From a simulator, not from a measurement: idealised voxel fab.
Module name: voxel capacitor over wiring (process module)
FYI the section here is cut, 140 nm wide, cells are 5 nm squares.
A cross-section is written here as square cells arranged in a grid, and it is given in bands from the top down, each band taking up one or more rows of cells.
Top height, bottom height, nm. Materials left to right, width each, nm. Single material + "all across" = fills band edge to edge. "empty" = empty.
Heads up on the height convention: 0 is the point under which the incoming wafer is all one material, and the lowest band has no bottom, it just keeps going down, like "0 and below".
A width given as "30->40" starts at the first number in the band's top row and ends at the second number in its bottom row, shifting by an equal amount at every step from row to row.
Basically "identical to before" means that step didn't change any cell in the cross-section.
Heads up: "Trapped voids" only lists the empty pockets with no open path to the top that are 8 cells or more, and it writes them as width x height at distance, distance from the left edge, in nm.
Formally, on a step line, whatever follows the settings is a remark that the simulator itself makes on the step.
You can add "overlay nm" to a step's line. For a step with a mask, it describes how far the mask lay to the right of its planned position, and a negative number describes a lay to the left.

## The following list gives the planned process steps
1. RECEIVE, material Si
2. CONFORMAL_DEP, material SiO2, thk nm 10
3. DIRECTIONAL_DEP, material TiN, thk nm 5
4. DIRECTIONAL_DEP, material Ru, thk nm 15
5. MASKED_ETCH, tone cover, mask id METAL_1, width nm 20, pitch nm 80, etch materials Ru, depth nm 15, overlay nm 0
6. MASKED_ETCH, tone cover, mask id METAL_1, width nm 20, pitch nm 80, etch materials TiN, depth nm 5, overlay nm 0
7. CONFORMAL_DEP, material SiCN, thk nm 5
8. FILL_DEP, material SiO2, thk nm 10
9. CMP, height nm 30
10. CONFORMAL_DEP, material SiCN, thk nm 5
11. DIRECTIONAL_DEP, material lowk, thk nm 15
12. MASKED_ETCH, tone open, mask id PLUG_1, width nm 15, etch materials lowk, depth nm 15, overlay nm 0
13. MASKED_ETCH, tone open, mask id PLUG_1, width nm 15, etch materials SiCN, depth nm 5, overlay nm 0
14. EPI, material Ru, thk nm 10
15. EPI, material Ru, thk nm 10
16. DIRECTIONAL_DEP, material TiN, thk nm 10
17. DIRECTIONAL_DEP, material SiN, thk nm 5
18. DIRECTIONAL_DEP, material TiN, thk nm 5
19. PATTERN, tone cover, mask id UPPER_PLATE, material resist, width nm 65, thk nm 15, overlay nm -10
20. DIRECTIONAL_ETCH, etch materials TiN, depth nm 5
21. DIRECTIONAL_ETCH, etch materials SiN, depth nm 5
22. STRIP, etch materials resist
23. DIRECTIONAL_DEP, material aC, thk nm 15
24. PATTERN, tone cover, mask id LOWER_PLATE, material resist, width nm 75, thk nm 30, overlay nm 0
25. DIRECTIONAL_ETCH, etch materials aC, depth nm 15
26. STRIP, etch materials resist
27. DIRECTIONAL_ETCH, etch materials TiN, depth nm 10
28. STRIP, etch materials aC
29. FILL_DEP, material SiO2, thk nm 15
30. CMP, height nm 80
31. PATTERN, tone open, mask id PLUG_2, material resist, width nm 15, thk nm 15, overlay nm 0
32. DIRECTIONAL_ETCH, etch materials SiO2, depth nm 10
33. STRIP, etch materials resist
34. CONFORMAL_DEP, material TiN, thk nm 5
35. FILL_DEP, material W, thk nm 5
36. CMP, height nm 80
37. CONFORMAL_DEP, material SiN, thk nm 5
All wafers enter the flow in the same state. The overlay nm at step 19 differs from wafer to wafer, and the plan gives the value for the first wafer.

## Cross-section of the first of several received wafers, showing its state after step 1
* 0 and below = Si all across
* Trapped voids: none

## Take any row and you have a wafer at the end of the module: how many cells of each material it has gained (+) or lost (-) since it was received, and then its closed voids
overlay nm -10 | +36 Ru | +57 SiCN | +41 SiN | +209 SiO2 | +57 TiN | +1 W | +75 lowk | Trapped voids: none
overlay nm -5 | +36 Ru | +57 SiCN | +41 SiN | +210 SiO2 | +56 TiN | +1 W | +75 lowk | Trapped voids: none
overlay nm 0 | +36 Ru | +57 SiCN | +41 SiN | +210 SiO2 | +56 TiN | +1 W | +75 lowk | Trapped voids: none
overlay nm 5 | +36 Ru | +57 SiCN | +41 SiN | +210 SiO2 | +56 TiN | +1 W | +75 lowk | Trapped voids: none
overlay nm 10 | +36 Ru | +57 SiCN | +41 SiN | +209 SiO2 | +57 TiN | +1 W | +75 lowk | Trapped voids: none
overlay nm 15 | +36 Ru | +57 SiCN | +41 SiN | +208 SiO2 | +58 TiN | +1 W | +75 lowk | Trapped voids: none
